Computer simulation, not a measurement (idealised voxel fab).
process module | voxel wiring stack
cross-section cut | 170 nm wide | cells 5 nm
A cross-section is a grid of square cells, given in bands from the top down. A band is one or more rows of cells.
Each band's line starts with the height of the band's top and of its bottom, in nm. Then come its materials from left to right, each with its width in nm. One material with "throughout" fills the band from edge to edge. "air" is empty space.
Height 0 is the level under which the wafer as received is all one material. The lowest band goes on downwards, as in "0 down".
A width such as "30 to 40" changes by the same amount from each row of cells to the next, from the band's top row to its bottom row.
"no change" after a step means that no cell of the cross-section changed.
closed voids: empty space of 8 cells or more with no open way to the top, each as width x height at its distance from the left edge, in nm
after a step's settings: what the simulator itself notes on the step
overlay nm, on a step with a mask: how far to the right of its planned place the mask lay; to the left if negative
plan
1 op RECEIVE | material Si
2 op CONFORMAL_DEP | material SiO2 | thk nm 15
3 op DIRECTIONAL_DEP | material TiN | thk nm 5
4 op DIRECTIONAL_DEP | material W | thk nm 25
5 op MASKED_ETCH | tone cover | mask id METAL_1 | width nm 30 | pitch nm 45 | etch materials W | depth nm 25 | overlay nm 0
6 op MASKED_ETCH | tone cover | mask id METAL_1 | width nm 30 | pitch nm 45 | etch materials TiN | depth nm 5 | overlay nm 0
7 op CONFORMAL_DEP | material SiCN | thk nm 5
8 op FILL_DEP | material SiO2 | thk nm 5
9 op CMP | height nm 45
10 op CONFORMAL_DEP | material SiCN | thk nm 5
11 op DIRECTIONAL_DEP | material SiO2 | thk nm 30
12 op DIRECTIONAL_DEP | material aC | thk nm 15
13 op PATTERN | tone open | mask id METAL_2_HOLES | material resist | width nm 15 | pitch nm 90 | thk nm 35 | overlay nm 0
14 op DIRECTIONAL_ETCH | etch materials aC | depth nm 15
15 op STRIP | etch materials resist
16 op DIRECTIONAL_ETCH | etch materials SiO2 | depth nm 30
17 op STRIP | etch materials aC
18 op PATTERN | tone open | mask id METAL_2 | material resist | width nm 30 | pitch nm 45 | thk nm 15 | overlay nm 0
19 op DIRECTIONAL_ETCH | etch materials SiO2 | depth nm 15
20 op DIRECTIONAL_ETCH | etch materials SiCN | depth nm 5
21 op STRIP | etch materials resist
22 op CONFORMAL_DEP | material TiN | thk nm 5
23 op FILL_DEP | material Ru | thk nm 10
24 op CMP | height nm 80
25 op CONFORMAL_DEP | material SiCN | thk nm 5
as received, after step 1
  0 down: Si throughout
  closed voids: none
first wafer at the end, as planned
  85 to 80: SiCN throughout
  80 to 70: SiO2 25 | TiN 5 | Ru 20 | TiN 5 | SiO2 15 | TiN 5 | Ru 20 | TiN 5 | SiO2 15 | TiN 5 | Ru 20 | TiN 5 | SiO2 25
  70 to 65: SiO2 25 | TiN 5 | Ru 5 | TiN 20 | SiO2 15 | TiN 30 | SiO2 15 | TiN 5 | Ru 5 | TiN 20 | SiO2 25
  65 to 50: SiO2 25 | TiN 5 | Ru 5 | TiN 5 | SiO2 75 | TiN 5 | Ru 5 | TiN 5 | SiO2 40
  50 to 45: SiCN 25 | TiN 15 | SiCN 75 | TiN 15 | SiCN 40
  45 to 20: SiO2 20 | SiCN 5 | W 30 | SiCN 5 | SiO2 5 | SiCN 5 | W 30 | SiCN 5 | SiO2 5 | SiCN 5 | W 30 | SiCN 5 | SiO2 20
  20 to 15: SiCN 25 | TiN 30 | SiCN 15 | TiN 30 | SiCN 15 | TiN 30 | SiCN 25
  15 to 0: SiO2 throughout
  0 down: Si throughout
  closed voids: none
second wafer at the end: like start, like plan, one mistake
  85 to 80: SiCN throughout
  80 to 75: SiCN 25 | TiN 30 | SiCN 15 | TiN 30 | SiCN 15 | TiN 30 | SiCN 25
  75 to 45: SiO2 throughout
  45 to 20: SiO2 20 | SiCN 5 | W 30 | SiCN 5 | SiO2 5 | SiCN 5 | W 30 | SiCN 5 | SiO2 5 | SiCN 5 | W 30 | SiCN 5 | SiO2 20
  20 to 15: SiCN 25 | TiN 30 | SiCN 15 | TiN 30 | SiCN 15 | TiN 30 | SiCN 25
  15 to 0: SiO2 throughout
  0 down: Si throughout
  closed voids: none
what went wrong: steps 10 and 11 were swapped
at the end the second wafer has, in cells: 32 fewer of Ru | 12 fewer of SiCN | 72 more of SiO2 | 28 fewer of TiN
